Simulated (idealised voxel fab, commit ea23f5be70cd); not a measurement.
process module | voxel transistor to metal
Square cells of 5 nm make up the cross-section cut, whose width is 150 nm.
Think of the cross-section as a grid of square cells. We describe it in bands, top to bottom, and each band covers one or more rows of those cells.
For a band, the entry starts with two heights in nm, that of the top and then that of the bottom, and carries on with the band's materials in order from left to right, each alongside its width in nm; the word "edge to edge" beside a single material means it fills the band edge to edge, and "empty" means empty space.
Heights from 0 (as-received wafer is one material below). Bottom band endless downward, as "0 and below".
Per-row width for "30->40": begins at first number (top row of band), ends at second number (bottom row), increment between rows held constant.
Take "nothing altered" at face value: in the step it is given for, the cross-section changed in none of its cells.
The entry titled "Cavities, sealed" provides the empty spaces that have no open way to the top, restricted to those of 8 cells or more. Each is presented as width x height at distance, the distance being measured from the left edge, with all three in nm.
The remark found on a step's line after its settings is issued by the simulator itself and pertains to that step.
A step's line can hold "overlay nm"; with a mask on that step, the setting says how far right of the planned place the mask lay, while a negative setting says it lay to the left.
# These are the steps we planned for the process
| 1 | RECEIVE,material Si |
| 2 | CONFORMAL_DEP,material SiO2,thk nm 5 |
| 3 | CONFORMAL_DEP,material SiN,thk nm 10 |
| 4 | DIRECTIONAL_DEP,material aC,thk nm 15 |
| 5 | PATTERN,tone cover,mask id ACTIVE,material resist,width nm 115,thk nm 35,overlay nm 0 |
| 6 | DIRECTIONAL_ETCH,etch materials aC,depth nm 15 |
| 7 | STRIP,etch materials resist |
| 8 | DIRECTIONAL_ETCH,etch materials SiN,depth nm 10 |
| 9 | DIRECTIONAL_ETCH,etch materials SiO2,depth nm 5 |
| 10 | DIRECTIONAL_ETCH,etch materials Si,depth nm 35 |
| 11 | STRIP,etch materials aC |
| 12 | FILL_DEP,material SiO2,thk nm 10 |
| 13 | CMP,height nm 15 |
| 14 | SELECTIVE_ETCH,etch materials SiO2,depth nm 5 |
| 15 | STRIP,etch materials SiN |
| 16 | SELECTIVE_ETCH,etch materials SiO2,depth nm 5 |
| 17 | OXIDIZE,depth nm 5 |
| 18 | DIRECTIONAL_DEP,material polySi,thk nm 30 |
| 19 | DIRECTIONAL_DEP,material SiCN,thk nm 15 |
| 20 | DIRECTIONAL_DEP,material aC,thk nm 15 |
| 21 | PATTERN,tone cover,mask id GATE,material resist,width nm 35,thk nm 35,overlay nm 0 |
| 22 | DIRECTIONAL_ETCH,etch materials aC,depth nm 15 |
| 23 | STRIP,etch materials resist |
| 24 | DIRECTIONAL_ETCH,etch materials SiCN,depth nm 25 |
| 25 | DIRECTIONAL_ETCH,etch materials polySi,depth nm 40 |
| 26 | STRIP,etch materials aC |
| 27 | CONFORMAL_DEP,material SiN,thk nm 10 |
| 28 | DIRECTIONAL_ETCH,etch materials SiN,depth nm 10 |
| 29 | DIRECTIONAL_ETCH,etch materials SiO2,depth nm 5 |
| 30 | DIRECTIONAL_ETCH,etch materials Si,depth nm 15 |
| 31 | EPI,material pSi,thk nm 15 |
| 32 | FILL_DEP,material SiO2,thk nm 5 |
| 33 | CMP,height nm 30 |
| 34 | STRIP,etch materials polySi |
| 35 | SELECTIVE_ETCH,etch materials SiO2,depth nm 5 |
| 36 | CONFORMAL_DEP,material HfO2,thk nm 5 |
| 37 | CONFORMAL_DEP,material TiN,thk nm 5 |
| 38 | FILL_DEP,material W,thk nm 5 |
| 39 | CMP,height nm 25 |
| 40 | DIRECTIONAL_DEP,material SiO2,thk nm 10 |
| 41 | DIRECTIONAL_DEP,material aC,thk nm 15 |
| 42 | PATTERN,tone open,mask id CONTACT,material resist,width nm 15,pitch nm 90,thk nm 35,overlay nm 0 |
| 43 | DIRECTIONAL_ETCH,etch materials aC,depth nm 15 |
| 44 | STRIP,etch materials resist |
| 45 | DIRECTIONAL_ETCH,etch materials SiO2,depth nm 25 |
| 46 | STRIP,etch materials aC |
| 47 | CONFORMAL_DEP,material TiN,thk nm 5 |
| 48 | FILL_DEP,material Ru,thk nm 10 |
| 49 | CMP,height nm 35 |
| 50 | DIRECTIONAL_DEP,material TiN,thk nm 5 |
| 51 | DIRECTIONAL_DEP,material W,thk nm 20 |
| 52 | PATTERN,tone cover,mask id METAL_1,material resist,width nm 15,pitch nm 90,thk nm 20,overlay nm 0 |
| 53 | DIRECTIONAL_ETCH,etch materials W,depth nm 20 |
| 54 | DIRECTIONAL_ETCH,etch materials TiN,depth nm 5 |
| 55 | STRIP,etch materials resist |
| 56 | CONFORMAL_DEP,material SiN,thk nm 5 |
| 57 | FILL_DEP,material lowk,thk nm 10 |
| 58 | CMP,height nm 60 |
| 59 | CONFORMAL_DEP,material SiCN,thk nm 5 |
| 60 | DIRECTIONAL_DEP,material lowk,thk nm 25 |
| 61 | MASKED_ETCH,tone open,mask id METAL_2,width nm 15,pitch nm 90,etch materials lowk,depth nm 15,overlay nm 0 |
| 62 | MASKED_ETCH,tone open,mask id METAL_2_HOLES,width nm 15,pitch nm 90,etch materials lowk,depth nm 10,overlay nm 0 |
| 63 | MASKED_ETCH,tone open,mask id METAL_2_HOLES,width nm 15,pitch nm 90,etch materials SiCN,depth nm 5,overlay nm 0 |
| 64 | CONFORMAL_DEP,material TiN,thk nm 5 |
| 65 | FILL_DEP,material Ru,thk nm 5 |
| 66 | CMP,height nm 90 |
| 67 | CONFORMAL_DEP,material SiCN,thk nm 5 |
# Step 1 complete: cross-section of the wafer as received
    0 and below | Si edge to edge
    Cavities, sealed: none
# Cross-section, first of two wafers, end of module, run as planned
    95 down to 90 | SiCN edge to edge
    90 down to 65 | lowk=20, then TiN=5, then Ru=5, then TiN=5, then lowk=75, then TiN=5, then Ru=5, then TiN=5, then lowk=25
    65 down to 60 | SiCN=20, then TiN=15, then SiCN=75, then TiN=15, then SiCN=25
    60 down to 40 | lowk=15, then SiN=5, then W=15, then SiN=5, then lowk=65, then SiN=5, then W=15, then SiN=5, then lowk=20
    40 down to 35 | SiN=20, then TiN=15, then SiN=75, then TiN=15, then SiN=25
    35 down to 25 | SiO2=20, then TiN=5, then Ru=5, then TiN=5, then SiO2=75, then TiN=5, then Ru=5, then TiN=5, then SiO2=25
    25 down to 15 | SiO2=20, then TiN=5, then Ru=5, then TiN=5, then SiO2=10, then SiN=10, then HfO2=5, then TiN=5, then W=15, then TiN=5, then HfO2=5, then SiN=10, then SiO2=10, then TiN=5, then Ru=5, then TiN=5, then SiO2=25
    15 down to 10 | SiO2=20, then TiN=15, then SiO2=10, then SiN=10, then HfO2=5, then TiN=5, then W=15, then TiN=5, then HfO2=5, then SiN=10, then SiO2=10, then TiN=15, then SiO2=25
    10 down to 5 | SiO2=15, then pSi=30, then SiN=10, then HfO2=5, then TiN=5, then W=15, then TiN=5, then HfO2=5, then SiN=10, then pSi=30, then SiO2=20
    5 down to 0 | SiO2=10, then SiN=10, then pSi=25, then SiN=10, then HfO2=5, then TiN=25, then HfO2=5, then SiN=10, then pSi=25, then SiN=10, then SiO2=15
    0 down to -5 | SiO2=20, then pSi=25, then SiO2=5, then HfO2=45, then SiO2=5, then pSi=25, then SiO2=25
    -5 down to -20 | SiO2=15, then Si=5, then pSi=25, then Si=55, then pSi=25, then Si=5, then SiO2=20
    -20 down to -35 | SiO2=15, then Si=115, then SiO2=20
    -35 and below | Si edge to edge
    Cavities, sealed: none
# End-of-module cross-section of the second wafer: identical starting point and process plan to the first, with one processing mistake
    95 down to 90 | SiCN edge to edge
    90 down to 65 | lowk=20, then TiN=5, then Ru=5, then TiN=5, then lowk=75, then TiN=5, then Ru=5, then TiN=5, then lowk=25
    65 down to 60 | SiCN=20, then TiN=15, then SiCN=75, then TiN=15, then SiCN=25
    60 down to 40 | lowk=15, then SiN=5, then W=15, then SiN=5, then lowk=65, then SiN=5, then W=15, then SiN=5, then lowk=20
    40 down to 35 | SiN=20, then TiN=15, then SiN=75, then TiN=15, then SiN=25
    35 down to 25 | SiO2=20, then TiN=5, then Ru=5, then TiN=5, then SiO2=75, then TiN=5, then Ru=5, then TiN=5, then SiO2=25
    25 down to 15 | SiO2=20, then TiN=5, then Ru=5, then TiN=5, then SiO2=10, then SiN=10, then HfO2=5, then TiN=5, then W=15, then TiN=5, then HfO2=5, then SiN=10, then SiO2=10, then TiN=5, then Ru=5, then TiN=5, then SiO2=25
    15 down to 10 | SiO2=20, then TiN=15, then SiO2=10, then SiN=10, then HfO2=5, then TiN=5, then W=15, then TiN=5, then HfO2=5, then SiN=10, then SiO2=10, then TiN=15, then SiO2=25
    10 down to 5 | SiO2=15, then pSi=30, then SiN=10, then HfO2=5, then TiN=5, then W=15, then TiN=5, then HfO2=5, then SiN=10, then pSi=30, then SiO2=20
    5 down to 0 | SiO2=10, then SiN=10, then pSi=25, then SiN=10, then HfO2=5, then TiN=25, then HfO2=5, then SiN=10, then pSi=25, then SiN=10, then SiO2=15
    0 down to -5 | SiO2=20, then pSi=25, then SiO2=5, then HfO2=45, then SiO2=5, then pSi=25, then SiO2=25
    -5 down to -35 | SiO2=15, then Si=5, then pSi=25, then Si=55, then pSi=25, then Si=5, then SiO2=20
    -35 and below | Si edge to edge
    Cavities, sealed: none
Deviation noted in wafer processing: plan step 30 was twice executed
Per the end-of-run cell counts, the second wafer holds more or fewer of some materials than the first: 30 fewer of Si; 30 more of pSi
